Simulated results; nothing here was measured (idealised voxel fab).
process module | voxel capacitor over wiring
cross-section cut | 155 nm wide | cells 5 nm
A cross-section is a grid of square cells, given in bands from the top down. A band is one or more rows of cells.
Each band's line starts with the height of the band's top and of its bottom, in nm. Then come its materials from left to right, each with its width in nm. One material with "throughout" fills the band from edge to edge. "air" is empty space.
Height 0 is the level under which the wafer as received is all one material. The lowest band goes on downwards, as in "0 down".
A width such as "30 to 40" changes by the same amount from each row of cells to the next, from the band's top row to its bottom row.
"no change" after a step means that no cell of the cross-section changed.
closed voids: empty space of 8 cells or more with no open way to the top, each as width x height at its distance from the left edge, in nm
after a step's settings: what the simulator itself notes on the step
overlay nm, on a step with a mask: how far to the right of its planned place the mask lay; to the left if negative
plan
1 op RECEIVE | material Si
2 op CONFORMAL_DEP | material SiO2 | thk nm 15
3 op CONFORMAL_DEP | material SiN | thk nm 5
4 op DIRECTIONAL_DEP | material SiO2 | thk nm 15
5 op PATTERN | tone open | mask id METAL_1 | material resist | width nm 30 | pitch nm 85 | thk nm 20 | overlay nm 0
6 op DIRECTIONAL_ETCH | etch materials SiO2 | depth nm 15
7 op DIRECTIONAL_ETCH | etch materials SiN | depth nm 5
8 op STRIP | etch materials resist
9 op CONFORMAL_DEP | material TiN | thk nm 5
10 op FILL_DEP | material W | thk nm 10
11 op CMP | height nm 35
12 op CONFORMAL_DEP | material SiCN | thk nm 5
13 op DIRECTIONAL_DEP | material SiO2 | thk nm 10
14 op DIRECTIONAL_DEP | material aC | thk nm 15
15 op PATTERN | tone open | mask id PLUG_1 | material resist | width nm 15 | thk nm 30 | overlay nm 0
16 op DIRECTIONAL_ETCH | etch materials aC | depth nm 15
17 op STRIP | etch materials resist
18 op DIRECTIONAL_ETCH | etch materials SiO2 | depth nm 10
19 op DIRECTIONAL_ETCH | etch materials SiCN | depth nm 5
20 op STRIP | etch materials aC
21 op EPI | material Ru | thk nm 10
22 op EPI | material Ru | thk nm 5
23 op DIRECTIONAL_DEP | material TiN | thk nm 10
24 op DIRECTIONAL_DEP | material Al2O3 | thk nm 5
25 op DIRECTIONAL_DEP | material TiN | thk nm 5
26 op MASKED_ETCH | tone cover | mask id UPPER_PLATE | width nm 60 | etch materials TiN | depth nm 5 | overlay nm 0
27 op MASKED_ETCH | tone cover | mask id UPPER_PLATE | width nm 60 | etch materials Al2O3 | depth nm 5 | overlay nm 0
28 op PATTERN | tone cover | mask id LOWER_PLATE | material resist | width nm 70 | thk nm 20 | overlay nm 0
29 op DIRECTIONAL_ETCH | etch materials TiN | depth nm 10
30 op STRIP | etch materials resist
31 op FILL_DEP | material SiO2 | thk nm 20
32 op CMP | height nm 85
33 op PATTERN | tone open | mask id PLUG_2 | material resist | width nm 15 | thk nm 15 | overlay nm 0
34 op DIRECTIONAL_ETCH | etch materials SiO2 | depth nm 15
35 op STRIP | etch materials resist
36 op CONFORMAL_DEP | material TiN | thk nm 5
37 op FILL_DEP | material Ru | thk nm 5
38 op CMP | height nm 85
39 op CONFORMAL_DEP | material SiCN | thk nm 5
as received, after step 1
  0 down: Si throughout
  closed voids: none
first wafer at the end, as planned
  90 to 85: SiCN throughout
  85 to 75: SiO2 45 | TiN 5 | Ru 5 | TiN 5 | SiO2 95
  75 to 65: SiO2 45 to 35 | TiN 15 to 60 | SiO2 95 to 60
  65 to 60: SiO2 35 | Al2O3 60 | SiO2 60
  60 to 50: SiO2 30 | TiN 70 | SiO2 55
  50 to 40: SiO2 35 | Ru 15 | SiO2 105
  40 to 35: SiCN 35 | Ru 15 | SiCN 105
  35 to 20: SiO2 20 | TiN 5 | W 20 | TiN 5 | SiO2 55 | TiN 5 | W 20 | TiN 5 | SiO2 20
  20 to 15: SiN 20 | TiN 30 | SiN 55 | TiN 30 | SiN 20
  15 to 0: SiO2 throughout
  0 down: Si throughout
  closed voids: none
second wafer at the end: like start, like plan, one mistake
  90 to 85: SiCN throughout
  85 to 75: SiO2 50 | TiN 5 | Ru 5 | TiN 5 | SiO2 90
  75 to 65: SiO2 50 to 35 | TiN 15 to 60 | SiO2 90 to 60
  65 to 60: SiO2 35 | Al2O3 60 | SiO2 60
  60 to 50: SiO2 30 | TiN 70 | SiO2 55
  50 to 40: SiO2 35 | Ru 15 | SiO2 105
  40 to 35: SiCN 35 | Ru 15 | SiCN 105
  35 to 20: SiO2 20 | TiN 5 | W 20 | TiN 5 | SiO2 55 | TiN 5 | W 20 | TiN 5 | SiO2 20
  20 to 15: SiN 20 | TiN 30 | SiN 55 | TiN 30 | SiN 20
  15 to 0: SiO2 throughout
  0 down: Si throughout
  closed voids: none
what went wrong: step 33 ran as: op PATTERN | tone open | mask id PLUG_2 | material resist | width nm 15 | thk nm 15 | overlay nm 5
at the end the second wafer has, in cells: as many of each material as the first, in other places
